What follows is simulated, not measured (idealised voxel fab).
Process module under the name voxel ribs on slabs
Section shown: cut. Width: 260 nm. Cell size: 5 nm, square.
When this document writes out a cross-section, it uses a grid of square cells and lists it as bands, beginning at the top and moving down, with a band standing for one or more rows of cells.
Each band's line starts with the height of the band's top and of its bottom, in nm. Then come its materials from left to right, each with its width in nm. One material with "throughout" fills the band from edge to edge. "blank" is empty space.
Where do heights start? At 0: under that level the wafer as delivered is made of one material only. And the lowest band has no floor; it just carries on downward, as in "0 and below".
The width entry "30->40" should be interpreted row by row: the top row of cells in the band takes the first number, the bottom row takes the second number, and the change between adjacent rows is uniform throughout.
Where the words "nothing different" appear for a step, the cross-section shows no cell changed by that step; every cell remained as before.
You'll see "Voids lacking openings" listing empty spaces that have no way open to the top, as long as they're 8 cells or more; the notation is width x height at distance, where the distance is from the left edge, and all of it is in nm.
Read whatever lies past the settings on a step's line as the simulator's own remark about the step.
"overlay nm", when on a step's line for a step with a mask, measures how far to the right of its planned place the mask lay; a negative measure means to the left.

PROCESS STEPS FORESEEN IN THE PLAN
- 1: RECEIVE: material Si
- 2: DIRECTIONAL_DEP: material SiO2, thk nm 30
- 3: DIRECTIONAL_DEP: material SiN, thk nm 20
- 4: DIRECTIONAL_DEP: material aC, thk nm 10
- 5: PATTERN: tone cover, mask id RIB, material resist, width nm 20, thk nm 25, overlay nm 0
- 6: DIRECTIONAL_ETCH: etch materials aC, depth nm 10
- 7: STRIP: etch materials resist
- 8: DIRECTIONAL_ETCH: etch materials SiN, depth nm 5
- 9: STRIP: etch materials aC
- 10: PATTERN: tone cover, mask id SLAB, material resist, width nm 70, thk nm 15, overlay nm 0
- 11: DIRECTIONAL_ETCH: etch materials SiN, depth nm 15
- 12: STRIP: etch materials resist
- 13: FILL_DEP: material SiO2, thk nm 30
- 14: CMP: height nm 70
- 15: DIRECTIONAL_DEP: material TiN, thk nm 5
- 16: MASKED_ETCH: tone cover, mask id HEATER, width nm 30, etch materials TiN, depth nm 5, overlay nm 0
- 17: CONFORMAL_DEP: material SiO2, thk nm 5

FIRST OF TWO WAFERS - AS PLANNED

AS-RECEIVED WAFER CROSS-SECTION (AFTER STEP 1)
	0 and below = Si throughout
	Voids lacking openings: none

PRESENTED HERE IS A CROSS-SECTION OF THE WAFER AFTER STEP 2 HAS BEEN PERFORMED
	30 down to 0 = SiO2 throughout
	No changes below 0.

PRESENTED HERE IS A CROSS-SECTION OF THE WAFER AFTER STEP 3 HAS BEEN PERFORMED
	50 down to 30 = SiN throughout
	No changes below 30.

PRESENTED HERE IS A CROSS-SECTION OF THE WAFER AFTER STEP 4 HAS BEEN PERFORMED
	60 down to 50 = aC throughout
	No changes below 50.

PRESENTED HERE IS A CROSS-SECTION OF THE WAFER AFTER STEP 5 HAS BEEN PERFORMED
	85 down to 60 = blank=120 | resist=20 | blank=120
	No changes below 60.

PRESENTED HERE IS A CROSS-SECTION OF THE WAFER AFTER STEP 6 HAS BEEN PERFORMED
	75 down to 60 = blank=120 | resist=20 | blank=120
	60 down to 50 = blank=120 | aC=20 | blank=120
	No changes below 50.

PRESENTED HERE IS A CROSS-SECTION OF THE WAFER AFTER STEP 7 HAS BEEN PERFORMED
	60 down to 50 = blank=120 | aC=20 | blank=120
	No changes below 50.

PRESENTED HERE IS A CROSS-SECTION OF THE WAFER AFTER STEP 8 HAS BEEN PERFORMED
	60 down to 50 = blank=120 | aC=20 | blank=120
	50 down to 45 = blank=120 | SiN=20 | blank=120
	No changes below 45.

PRESENTED HERE IS A CROSS-SECTION OF THE WAFER AFTER STEP 9 HAS BEEN PERFORMED
	50 down to 45 = blank=120 | SiN=20 | blank=120
	No changes below 45.

PRESENTED HERE IS A CROSS-SECTION OF THE WAFER AFTER STEP 10 HAS BEEN PERFORMED
	65 down to 50 = blank=95 | resist=70 | blank=95
	50 down to 45 = blank=95 | resist=25 | SiN=20 | resist=25 | blank=95
	No changes below 45.

PRESENTED HERE IS A CROSS-SECTION OF THE WAFER AFTER STEP 11 HAS BEEN PERFORMED
	65 down to 50 = blank=95 | resist=70 | blank=95
	50 down to 45 = blank=95 | resist=25 | SiN=20 | resist=25 | blank=95
	45 down to 30 = blank=95 | SiN=70 | blank=95
	No changes below 30.

PRESENTED HERE IS A CROSS-SECTION OF THE WAFER AFTER STEP 12 HAS BEEN PERFORMED
	50 down to 45 = blank=120 | SiN=20 | blank=120
	No changes below 45.

PRESENTED HERE IS A CROSS-SECTION OF THE WAFER AFTER STEP 13 HAS BEEN PERFORMED
	80 down to 50 = SiO2 throughout
	50 down to 45 = SiO2=120 | SiN=20 | SiO2=120
	45 down to 30 = SiO2=95 | SiN=70 | SiO2=95
	No changes below 30.

PRESENTED HERE IS A CROSS-SECTION OF THE WAFER AFTER STEP 14 HAS BEEN PERFORMED
	70 down to 50 = SiO2 throughout
	No changes below 50.

PRESENTED HERE IS A CROSS-SECTION OF THE WAFER AFTER STEP 15 HAS BEEN PERFORMED
	75 down to 70 = TiN throughout
	No changes below 70.

PRESENTED HERE IS A CROSS-SECTION OF THE WAFER AFTER STEP 16 HAS BEEN PERFORMED
	75 down to 70 = blank=115 | TiN=30 | blank=115
	No changes below 70.

PRESENTED HERE IS A CROSS-SECTION OF THE WAFER AFTER STEP 17 HAS BEEN PERFORMED
	80 down to 75 = blank=110 | SiO2=40 | blank=110
	75 down to 70 = SiO2=115 | TiN=30 | SiO2=115
	No changes below 70.

HERE THE SECOND WAFER IS DESCRIBED. ITS START AND ITS PLAN WERE THOSE OF THE FIRST WAFER. ITS RUN CONTAINED ONE MISTAKE. UP TO AND INCLUDING STEP 1, IT DID EXACTLY WHAT THE FIRST WAFER DID

SECOND WAFER, SECTION VIEW, TIME POINT: SCHEDULED END OF STEP 2
	60 down to 0 = SiO2 throughout
	No changes below 0.

SECOND WAFER, SECTION VIEW, TIME POINT: SCHEDULED END OF STEP 3
	80 down to 60 = SiN throughout
	No changes below 60.

SECOND WAFER, SECTION VIEW, TIME POINT: SCHEDULED END OF STEP 4
	90 down to 80 = aC throughout
	No changes below 80.

SECOND WAFER, SECTION VIEW, TIME POINT: SCHEDULED END OF STEP 5
	115 down to 90 = blank=120 | resist=20 | blank=120
	No changes below 90.

SECOND WAFER, SECTION VIEW, TIME POINT: SCHEDULED END OF STEP 6
	105 down to 90 = blank=120 | resist=20 | blank=120
	90 down to 80 = blank=120 | aC=20 | blank=120
	No changes below 80.

SECOND WAFER, SECTION VIEW, TIME POINT: SCHEDULED END OF STEP 7
	90 down to 80 = blank=120 | aC=20 | blank=120
	No changes below 80.

SECOND WAFER, SECTION VIEW, TIME POINT: SCHEDULED END OF STEP 8
	90 down to 80 = blank=120 | aC=20 | blank=120
	80 down to 75 = blank=120 | SiN=20 | blank=120
	No changes below 75.

SECOND WAFER, SECTION VIEW, TIME POINT: SCHEDULED END OF STEP 9
	80 down to 75 = blank=120 | SiN=20 | blank=120
	No changes below 75.

SECOND WAFER, SECTION VIEW, TIME POINT: SCHEDULED END OF STEP 10
	95 down to 80 = blank=95 | resist=70 | blank=95
	80 down to 75 = blank=95 | resist=25 | SiN=20 | resist=25 | blank=95
	No changes below 75.

SECOND WAFER, SECTION VIEW, TIME POINT: SCHEDULED END OF STEP 11
	95 down to 80 = blank=95 | resist=70 | blank=95
	80 down to 75 = blank=95 | resist=25 | SiN=20 | resist=25 | blank=95
	75 down to 60 = blank=95 | SiN=70 | blank=95
	No changes below 60.

SECOND WAFER, SECTION VIEW, TIME POINT: SCHEDULED END OF STEP 12
	80 down to 75 = blank=120 | SiN=20 | blank=120
	No changes below 75.

SECOND WAFER, SECTION VIEW, TIME POINT: SCHEDULED END OF STEP 13
	110 down to 80 = SiO2 throughout
	80 down to 75 = SiO2=120 | SiN=20 | SiO2=120
	75 down to 60 = SiO2=95 | SiN=70 | SiO2=95
	No changes below 60.

SECOND WAFER, SECTION VIEW, TIME POINT: SCHEDULED END OF STEP 14
	70 down to 60 = SiO2=95 | SiN=70 | SiO2=95
	No changes below 60.

SECOND WAFER, SECTION VIEW, TIME POINT: SCHEDULED END OF STEP 15
	75 down to 70 = TiN throughout
	No changes below 70.

SECOND WAFER, SECTION VIEW, TIME POINT: SCHEDULED END OF STEP 16
	75 down to 70 = blank=115 | TiN=30 | blank=115
	No changes below 70.

SECOND WAFER, SECTION VIEW, TIME POINT: SCHEDULED END OF STEP 17
	80 down to 75 = blank=110 | SiO2=40 | blank=110
	75 down to 70 = SiO2=115 | TiN=30 | SiO2=115
	No changes below 70.
Run error: step 2 of the plan was executed twice over
Wafer comparison, final, in cells, second relative to first, materials more or fewer: -18 SiN, +18 SiO2
